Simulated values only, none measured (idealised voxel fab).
process module | voxel ribs on slabs
cross-section cut | 140 nm wide | cells 5 nm
A cross-section is a grid of square cells, given in bands from the top down. A band is one or more rows of cells.
Each band's line starts with the height of the band's top and of its bottom, in nm. Then come its materials from left to right, each with its width in nm. One material with "throughout" fills the band from edge to edge. "air" is empty space.
Height 0 is the level under which the wafer as received is all one material. The lowest band goes on downwards, as in "0 down".
A width such as "30 to 40" changes by the same amount from each row of cells to the next, from the band's top row to its bottom row.
"no change" after a step means that no cell of the cross-section changed.
closed voids: empty space of 8 cells or more with no open way to the top, each as width x height at its distance from the left edge, in nm
after a step's settings: what the simulator itself notes on the step
overlay nm, on a step with a mask: how far to the right of its planned place the mask lay; to the left if negative
plan
1 op RECEIVE | material Si
2 op DIRECTIONAL_DEP | material SiO2 | thk nm 20
3 op DIRECTIONAL_DEP | material SiN | thk nm 15
4 op DIRECTIONAL_DEP | material aC | thk nm 15
5 op PATTERN | tone cover | mask id RIB | material resist | width nm 25 | thk nm 35 | overlay nm 0
6 op DIRECTIONAL_ETCH | etch materials aC | depth nm 15
7 op STRIP | etch materials resist
8 op DIRECTIONAL_ETCH | etch materials SiN | depth nm 10
9 op STRIP | etch materials aC
10 op DIRECTIONAL_DEP | material aC | thk nm 10
11 op PATTERN | tone cover | mask id SLAB | material resist | width nm 75 | thk nm 30 | overlay nm 0
12 op DIRECTIONAL_ETCH | etch materials aC | depth nm 10
13 op STRIP | etch materials resist
14 op DIRECTIONAL_ETCH | etch materials SiN | depth nm 5
15 op STRIP | etch materials aC
16 op FILL_DEP | material SiO2 | thk nm 20
17 op CMP | height nm 50
18 op DIRECTIONAL_DEP | material W | thk nm 10
19 op MASKED_ETCH | tone cover | mask id HEATER | width nm 35 | etch materials W | depth nm 10 | overlay nm 0
20 op CONFORMAL_DEP | material SiO2 | thk nm 10
as received, after step 1
  0 down: Si throughout
  closed voids: none
first wafer at the end, as planned
  70 to 60: air 40 | SiO2 55 | air 45
  60 to 50: SiO2 50 | W 35 | SiO2 55
  50 to 35: SiO2 throughout
  35 to 25: SiO2 55 | SiN 25 | SiO2 60
  25 to 20: SiO2 30 | SiN 75 | SiO2 35
  20 to 0: SiO2 throughout
  0 down: Si throughout
  closed voids: none
second wafer at the end: like start, like plan, one mistake
  60 to 50: air 50 | W 35 | air 55
  50 to 35: SiO2 throughout
  35 to 25: SiO2 55 | SiN 25 | SiO2 60
  25 to 20: SiO2 30 | SiN 75 | SiO2 35
  20 to 0: SiO2 throughout
  0 down: Si throughout
  closed voids: none
what went wrong: step 20 was left out
at the end the second wafer has, in cells: 64 fewer of SiO2
